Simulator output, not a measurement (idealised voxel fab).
process module | voxel air gaps
cross-section cut | 270 nm wide | cells 5 nm
A cross-section is a grid of square cells, given in bands from the top down. A band is one or more rows of cells.
Each band's line starts with the height of the band's top and of its bottom, in nm. Then come its materials from left to right, each with its width in nm. One material with "throughout" fills the band from edge to edge. "air" is empty space.
Height 0 is the level under which the wafer as received is all one material. The lowest band goes on downwards, as in "0 down".
A width such as "30 to 40" changes by the same amount from each row of cells to the next, from the band's top row to its bottom row.
"no change" after a step means that no cell of the cross-section changed.
closed voids: empty space of 8 cells or more with no open way to the top, each as width x height at its distance from the left edge, in nm
after a step's settings: what the simulator itself notes on the step
overlay nm, on a step with a mask: how far to the right of its planned place the mask lay; to the left if negative
plan
1 op RECEIVE | material Si
2 op CONFORMAL_DEP | material SiO2 | thk nm 15
3 op CONFORMAL_DEP | material SiCN | thk nm 5
4 op DIRECTIONAL_DEP | material SiO2 | thk nm 30
5 op PATTERN | tone open | mask id LINES | material resist | width nm 25 | pitch nm 50 | thk nm 20 | overlay nm 0
6 op DIRECTIONAL_ETCH | etch materials SiO2 | depth nm 30
7 op STRIP | etch materials resist
8 op CONFORMAL_DEP | material TiN | thk nm 5
9 op FILL_DEP | material Ru | thk nm 10
10 op CMP | height nm 50
11 op EPI | material Ru | thk nm 10
12 op SELECTIVE_ETCH | etch materials SiO2 | depth nm 40
13 op CONFORMAL_DEP | material SiCN | thk nm 5
first wafer, as planned
as received, after step 1
  0 down: Si throughout
  closed voids: none
after step 2
  15 to 0: SiO2 throughout
  below 0: unchanged
after step 3
  20 to 15: SiCN throughout
  below 15: unchanged
after step 4
  50 to 20: SiO2 throughout
  below 20: unchanged
after step 5
  70 to 50: resist 45 | air 25 | resist 25 | air 25 | resist 25 | air 25 | resist 25 | air 25 | resist 50
  below 50: unchanged
after step 6
  70 to 50: resist 45 | air 25 | resist 25 | air 25 | resist 25 | air 25 | resist 25 | air 25 | resist 50
  50 to 20: SiO2 45 | air 25 | SiO2 25 | air 25 | SiO2 25 | air 25 | SiO2 25 | air 25 | SiO2 50
  below 20: unchanged
after step 7
  50 to 20: SiO2 45 | air 25 | SiO2 25 | air 25 | SiO2 25 | air 25 | SiO2 25 | air 25 | SiO2 50
  below 20: unchanged
after step 8
  55 to 50: TiN 50 | air 15 | TiN 35 | air 15 | TiN 35 | air 15 | TiN 35 | air 15 | TiN 55
  50 to 25: SiO2 45 | TiN 5 | air 15 | TiN 5 | SiO2 25 | TiN 5 | air 15 | TiN 5 | SiO2 25 | TiN 5 | air 15 | TiN 5 | SiO2 25 | TiN 5 | air 15 | TiN 5 | SiO2 50
  25 to 20: SiO2 45 | TiN 25 | SiO2 25 | TiN 25 | SiO2 25 | TiN 25 | SiO2 25 | TiN 25 | SiO2 50
  below 20: unchanged
after step 9
  65 to 55: Ru throughout
  55 to 50: TiN 50 | Ru 15 | TiN 35 | Ru 15 | TiN 35 | Ru 15 | TiN 35 | Ru 15 | TiN 55
  50 to 25: SiO2 45 | TiN 5 | Ru 15 | TiN 5 | SiO2 25 | TiN 5 | Ru 15 | TiN 5 | SiO2 25 | TiN 5 | Ru 15 | TiN 5 | SiO2 25 | TiN 5 | Ru 15 | TiN 5 | SiO2 50
  below 25: unchanged
after step 10
  50 to 25: SiO2 45 | TiN 5 | Ru 15 | TiN 5 | SiO2 25 | TiN 5 | Ru 15 | TiN 5 | SiO2 25 | TiN 5 | Ru 15 | TiN 5 | SiO2 25 | TiN 5 | Ru 15 | TiN 5 | SiO2 50
  below 25: unchanged
after step 11
  60 to 50: air 35 | Ru 45 | air 5 | Ru 45 | air 5 | Ru 45 | air 5 | Ru 45 | air 40
  below 50: unchanged
after step 12
  60 to 50: air 35 | Ru 45 | air 5 | Ru 45 | air 5 | Ru 45 | air 5 | Ru 45 | air 40
  50 to 25: air 45 | TiN 5 | Ru 15 | TiN 5 | air 25 | TiN 5 | Ru 15 | TiN 5 | air 25 | TiN 5 | Ru 15 | TiN 5 | air 25 | TiN 5 | Ru 15 | TiN 5 | air 50
  25 to 20: air 45 | TiN 25 | air 25 | TiN 25 | air 25 | TiN 25 | air 25 | TiN 25 | air 50
  below 20: unchanged
after step 13
  65 to 60: air 30 | SiCN 205 | air 35
  60 to 50: air 30 | SiCN 5 | Ru 45 | SiCN 5 | Ru 45 | SiCN 5 | Ru 45 | SiCN 5 | Ru 45 | SiCN 5 | air 35
  50 to 45: air 30 | SiCN 15 | TiN 5 | Ru 15 | TiN 5 | SiCN 25 | TiN 5 | Ru 15 | TiN 5 | SiCN 25 | TiN 5 | Ru 15 | TiN 5 | SiCN 25 | TiN 5 | Ru 15 | TiN 5 | SiCN 15 | air 35
  45 to 25: air 40 | SiCN 5 | TiN 5 | Ru 15 | TiN 5 | SiCN 5 | air 15 | SiCN 5 | TiN 5 | Ru 15 | TiN 5 | SiCN 5 | air 15 | SiCN 5 | TiN 5 | Ru 15 | TiN 5 | SiCN 5 | air 15 | SiCN 5 | TiN 5 | Ru 15 | TiN 5 | SiCN 5 | air 45
  25 to 20: SiCN 45 | TiN 25 | SiCN 25 | TiN 25 | SiCN 25 | TiN 25 | SiCN 25 | TiN 25 | SiCN 50
  below 20: unchanged
  closed voids: 15 x 20 at 75; 15 x 20 at 125; 15 x 20 at 175
second wafer: like start, like plan, one mistake. Through step 12 it matches the first wafer
when step 13 should have ended: no change
what went wrong: step 13 was left out
at the end the second wafer has, in cells: 138 fewer of SiCN
closed voids at the end (first wafer, second wafer): 3, 0
